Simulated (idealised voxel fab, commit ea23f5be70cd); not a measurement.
Process module name: voxel gate over fins
Displayed cross-section: cut, width of 225 nm, square cells sized 5 nm.
A cross-section in this document is a grid of square cells, and it is written down as bands, the top band listed before the ones below it; a band is made up of one or more rows of cells.
Heights first: top, then bottom, in nm. Then materials, left to right, each with a width in nm. "throughout" on a single material: fills the band edge to edge. "air": empty space.
A quick word on heights: they are counted from 0, and under that level the wafer as it came to us is one material throughout. The lowest band is different from the rest in having no bottom; it simply continues downward, written as in "z 0 and below".
Read "30->40" as a graded width: first number on top, second number at the bottom, same change between each pair of neighbouring rows.
The designation "remains unaltered", where it is given for a processing step, indicates that no cell of the cross-section was altered in the course of that step.
"Closed-off voids" specifies each empty space that is not open to the top and that occupies no fewer than 8 cells, using the form width x height at distance, the distance measured from the left edge and all three quantities in nm.
It should be noted that, on the line of a given step, the content following the step's settings is a remark produced by the simulator itself with respect to that step.
overlay nm: on a step with a mask, how far right of its planned place the mask lay; negative means left.
THE PROCESS STEPS THAT WERE PLANNED ARE LISTED BELOW
- 1: RECEIVE | material Si
- 2: CONFORMAL_DEP | material SiN | thk nm 5
- 3: PATTERN | tone cover | mask id FINS | material resist | width nm 15 | pitch nm 45 | thk nm 20 | overlay nm 0
- 4: DIRECTIONAL_ETCH | etch materials SiN | depth nm 5
- 5: DIRECTIONAL_ETCH | etch materials Si | depth nm 35
- 6: STRIP | etch materials resist
- 7: OXIDIZE | depth nm 5
- 8: FILL_DEP | material SiO2 | thk nm 5
- 9: CMP | height nm 5
- 10: SELECTIVE_ETCH | etch materials SiO2 | depth nm 15
- 11: STRIP | etch materials SiN
- 12: CONFORMAL_DEP | material HfO2 | thk nm 5
- 13: CONFORMAL_DEP | material TiN | thk nm 5
- 14: FILL_DEP | material W | thk nm 15
- 15: CMP | height nm 20
- 16: CONFORMAL_DEP | material SiN | thk nm 10
HERE'S WHAT THE WAFER LOOKED LIKE IN CROSS-SECTION WHEN IT ARRIVED - THAT'S AFTER STEP 1
> z 0 and below: Si throughout
> Closed-off voids: none
FIRST OF TWO WAFERS AT THE END OF THE MODULE, SHOWN IN CROSS-SECTION; RUN CARRIED OUT AS PLANNED
> z 30 to 20: SiN throughout
> z 20 to 10: W throughout
> z 10 to 5: W 55, then TiN 25, then W 20, then TiN 25, then W 20, then TiN 25, then W 55
> z 5 to 0: W 55, then TiN 5, then HfO2 15, then TiN 5, then W 20, then TiN 5, then HfO2 15, then TiN 5, then W 20, then TiN 5, then HfO2 15, then TiN 5, then W 55
> z 0 to -5: TiN 60, then HfO2 5, then Si 5, then HfO2 5, then TiN 30, then HfO2 5, then Si 5, then HfO2 5, then TiN 30, then HfO2 5, then Si 5, then HfO2 5, then TiN 60
> z -5 to -10: HfO2 65, then Si 5, then HfO2 40, then Si 5, then HfO2 40, then Si 5, then HfO2 65
> z -10 to -40: SiO2 65, then Si 5, then SiO2 40, then Si 5, then SiO2 40, then Si 5, then SiO2 65
> z -40 and below: Si throughout
> Closed-off voids: none
HERE'S THE SECOND OF OUR TWO WAFERS SECTIONED AT MODULE END. SAME START AS THE FIRST, SAME PLAN, BUT ONE MISTAKE GOT MADE RUNNING IT
> z 30 to 20: SiN throughout
> z 20 to 10: W throughout
> z 10 to 5: TiN 65, then W 5, then TiN 40, then W 5, then TiN 40, then W 5, then TiN 65
> z 5 to 0: HfO2 60, then TiN 5, then W 5, then TiN 5, then HfO2 30, then TiN 5, then W 5, then TiN 5, then HfO2 30, then TiN 5, then W 5, then TiN 5, then HfO2 60
> z 0 to -5: Si 55, then HfO2 5, then TiN 15, then HfO2 5, then Si 20, then HfO2 5, then TiN 15, then HfO2 5, then Si 20, then HfO2 5, then TiN 15, then HfO2 5, then Si 55
> z -5 to -10: Si 55, then HfO2 25, then Si 20, then HfO2 25, then Si 20, then HfO2 25, then Si 55
> z -10 to -40: Si 55, then SiO2 25, then Si 20, then SiO2 25, then Si 20, then SiO2 25, then Si 55
> z -40 and below: Si throughout
> Closed-off voids: none
The plan and the run diverged here: step 3 changed vs plan, executed as PATTERN | tone open | mask id FINS | material resist | width nm 15 | pitch nm 45 | thk nm 20 | overlay nm 0
Counted in cells at the end, the second wafer holds more or fewer of these materials than the first: +216 Si | -162 SiO2 | -54 W
